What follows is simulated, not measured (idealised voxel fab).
process module | voxel transistor to metal
cross-section cut | 170 nm wide | cells 5 nm
A cross-section is a grid of square cells, given in bands from the top down. A band is one or more rows of cells.
Each band's line starts with the height of the band's top and of its bottom, in nm. Then come its materials from left to right, each with its width in nm. One material with "throughout" fills the band from edge to edge. "air" is empty space.
Height 0 is the level under which the wafer as received is all one material. The lowest band goes on downwards, as in "0 down".
A width such as "30 to 40" changes by the same amount from each row of cells to the next, from the band's top row to its bottom row.
"no change" after a step means that no cell of the cross-section changed.
closed voids: empty space of 8 cells or more with no open way to the top, each as width x height at its distance from the left edge, in nm
after a step's settings: what the simulator itself notes on the step
overlay nm, on a step with a mask: how far to the right of its planned place the mask lay; to the left if negative
plan
1 op RECEIVE | material Si
2 op OXIDIZE | depth nm 5
3 op CONFORMAL_DEP | material SiN | thk nm 10
4 op MASKED_ETCH | tone cover | mask id ACTIVE | width nm 125 | etch materials SiN | depth nm 10 | overlay nm 0
5 op MASKED_ETCH | tone cover | mask id ACTIVE | width nm 125 | etch materials SiO2 | depth nm 5 | overlay nm 0
6 op MASKED_ETCH | tone cover | mask id ACTIVE | width nm 125 | etch materials Si | depth nm 25 | overlay nm 0
7 op OXIDIZE | depth nm 5
8 op FILL_DEP | material SiO2 | thk nm 15
9 op CMP | height nm 10
10 op SELECTIVE_ETCH | etch materials SiO2 | depth nm 5
11 op STRIP | etch materials SiN
12 op SELECTIVE_ETCH | etch materials SiO2 | depth nm 5
13 op OXIDIZE | depth nm 5
14 op DIRECTIONAL_DEP | material polySi | thk nm 30
15 op DIRECTIONAL_DEP | material SiCN | thk nm 10
16 op MASKED_ETCH | tone cover | mask id GATE | width nm 25 | etch materials SiCN | depth nm 20 | overlay nm 0
17 op MASKED_ETCH | tone cover | mask id GATE | width nm 25 | etch materials polySi | depth nm 40 | overlay nm 0
18 op CONFORMAL_DEP | material SiO2 | thk nm 5
19 op DIRECTIONAL_ETCH | etch materials SiO2 | depth nm 5
20 op CONFORMAL_DEP | material SiN | thk nm 10
21 op DIRECTIONAL_ETCH | etch materials SiN | depth nm 10
22 op DIRECTIONAL_ETCH | etch materials SiO2 | depth nm 5
23 op DIRECTIONAL_ETCH | etch materials Si | depth nm 10
24 op EPI | material pSi | thk nm 15
25 op FILL_DEP | material SiO2 | thk nm 5
26 op CMP | height nm 35
27 op DIRECTIONAL_DEP | material SiO2 | thk nm 10
28 op PATTERN | tone open | mask id CONTACT | material resist | width nm 35 | pitch nm 70 | thk nm 20 | overlay nm 0
29 op DIRECTIONAL_ETCH | etch materials SiO2 | depth nm 40
30 op STRIP | etch materials resist
31 op CONFORMAL_DEP | material TiN | thk nm 5
32 op FILL_DEP | material W | thk nm 10
33 op CMP | height nm 45
34 op CONFORMAL_DEP | material SiN | thk nm 5
35 op DIRECTIONAL_DEP | material lowk | thk nm 25
36 op DIRECTIONAL_DEP | material aC | thk nm 15
37 op PATTERN | tone open | mask id METAL_1 | material resist | width nm 20 | pitch nm 85 | thk nm 30 | overlay nm 0
38 op DIRECTIONAL_ETCH | etch materials aC | depth nm 15
39 op STRIP | etch materials resist
40 op DIRECTIONAL_ETCH | etch materials lowk | depth nm 25
41 op DIRECTIONAL_ETCH | etch materials SiN | depth nm 5
42 op STRIP | etch materials aC
43 op CONFORMAL_DEP | material TiN | thk nm 5
44 op FILL_DEP | material Ru | thk nm 5
45 op CMP | height nm 75
46 op CONFORMAL_DEP | material SiCN | thk nm 5
47 op DIRECTIONAL_DEP | material lowk | thk nm 25
48 op MASKED_ETCH | tone open | mask id METAL_2 | width nm 20 | pitch nm 85 | etch materials lowk | depth nm 15 | overlay nm 0
49 op MASKED_ETCH | tone open | mask id METAL_2_HOLES | width nm 15 | pitch nm 85 | etch materials lowk | depth nm 10 | overlay nm 0
50 op MASKED_ETCH | tone open | mask id METAL_2_HOLES | width nm 15 | pitch nm 85 | etch materials SiCN | depth nm 5 | overlay nm 0
51 op CONFORMAL_DEP | material TiN | thk nm 5
52 op FILL_DEP | material Cu | thk nm 10
53 op CMP | height nm 105
54 op CONFORMAL_DEP | material SiCN | thk nm 5
as received, after step 1
  0 down: Si throughout
  closed voids: none
first wafer at the end, as planned
  110 to 105: SiCN throughout
  105 to 95: lowk 30 | TiN 5 | Cu 10 | TiN 5 | lowk 65 | TiN 5 | Cu 10 | TiN 5 | lowk 35
  95 to 90: lowk 30 | TiN 5 | Cu 5 | TiN 10 | lowk 65 | TiN 5 | Cu 5 | TiN 10 | lowk 35
  90 to 80: lowk 30 | TiN 5 | Cu 5 | TiN 5 | lowk 70 | TiN 5 | Cu 5 | TiN 5 | lowk 40
  80 to 75: SiCN 30 | TiN 15 | SiCN 70 | TiN 15 | SiCN 40
  75 to 50: lowk 30 | TiN 5 | Ru 10 | TiN 5 | lowk 65 | TiN 5 | Ru 10 | TiN 5 | lowk 35
  50 to 45: SiN 30 | TiN 20 | SiN 65 | TiN 20 | SiN 35
  45 to 35: SiO2 30 | TiN 5 | W 25 to 15 | TiN 5 to 15 | SiO2 35 | TiN 5 to 15 | W 25 to 15 | TiN 5 | SiO2 35
  35 to 25: SiO2 30 | TiN 5 | W 15 | TiN 5 | SiN 10 | SiO2 5 | SiCN 25 | SiO2 5 | SiN 10 | TiN 5 | W 15 | TiN 5 | SiO2 35
  25 to 10: SiO2 30 | TiN 5 | W 15 | TiN 5 | SiN 10 | SiO2 5 | polySi 25 | SiO2 5 | SiN 10 | TiN 5 | W 15 | TiN 5 | SiO2 35
  10 to 5: SiO2 30 | TiN 25 | SiN 10 | SiO2 5 | polySi 25 | SiO2 5 | SiN 10 | TiN 25 | SiO2 35
  5 to 0: SiO2 25 | pSi 30 | SiN 10 | SiO2 5 | polySi 25 | SiO2 5 | SiN 10 | pSi 30 | SiO2 30
  0 to -5: SiO2 20 | SiN 10 | pSi 25 | SiN 10 | SiO2 5 | polySi 25 | SiO2 5 | SiN 10 | pSi 25 | SiN 10 | SiO2 25
  -5 to -10: SiO2 30 | pSi 25 | SiO2 55 | pSi 25 | SiO2 35
  -10 to -20: SiO2 25 | Si 5 | pSi 25 | Si 55 | pSi 25 | Si 5 | SiO2 30
  -20 to -35: SiO2 25 | Si 115 | SiO2 30
  -35 down: Si throughout
  closed voids: none
second wafer at the end: like start, like plan, one mistake
  110 to 105: SiCN throughout
  105 to 95: lowk 30 | TiN 5 | Cu 10 | TiN 5 | lowk 65 | TiN 5 | Cu 10 | TiN 5 | lowk 35
  95 to 90: lowk 30 | TiN 5 | Cu 5 | TiN 10 | lowk 65 | TiN 5 | Cu 5 | TiN 10 | lowk 35
  90 to 80: lowk 30 | TiN 5 | Cu 5 | TiN 5 | lowk 70 | TiN 5 | Cu 5 | TiN 5 | lowk 40
  80 to 75: SiCN 30 | TiN 15 | SiCN 70 | TiN 15 | SiCN 40
  75 to 50: lowk 30 | TiN 5 | Ru 10 | TiN 5 | lowk 65 | TiN 5 | Ru 10 | TiN 5 | lowk 35
  50 to 45: SiN 30 | TiN 20 | SiN 65 | TiN 20 | SiN 35
  45 to 35: lowk throughout
  35 to 25: SiO2 55 | SiN 10 | SiO2 5 | SiCN 25 | SiO2 5 | SiN 10 | SiO2 60
  25 to 5: SiO2 55 | SiN 10 | SiO2 5 | polySi 25 | SiO2 5 | SiN 10 | SiO2 60
  5 to 0: SiO2 25 | pSi 30 | SiN 10 | SiO2 5 | polySi 25 | SiO2 5 | SiN 10 | pSi 30 | SiO2 30
  0 to -5: SiO2 20 | SiN 10 | pSi 25 | SiN 10 | SiO2 5 | polySi 25 | SiO2 5 | SiN 10 | pSi 25 | SiN 10 | SiO2 25
  -5 to -10: SiO2 30 | pSi 25 | SiO2 55 | pSi 25 | SiO2 35
  -10 to -20: SiO2 25 | Si 5 | pSi 25 | Si 55 | pSi 25 | Si 5 | SiO2 30
  -20 to -35: SiO2 25 | Si 115 | SiO2 30
  -35 down: Si throughout
  closed voids: none
what went wrong: step 27 ran as: op DIRECTIONAL_DEP | material lowk | thk nm 10
at the end the second wafer has, in cells: 20 more of SiO2 | 42 fewer of TiN | 46 fewer of W | 68 more of lowk
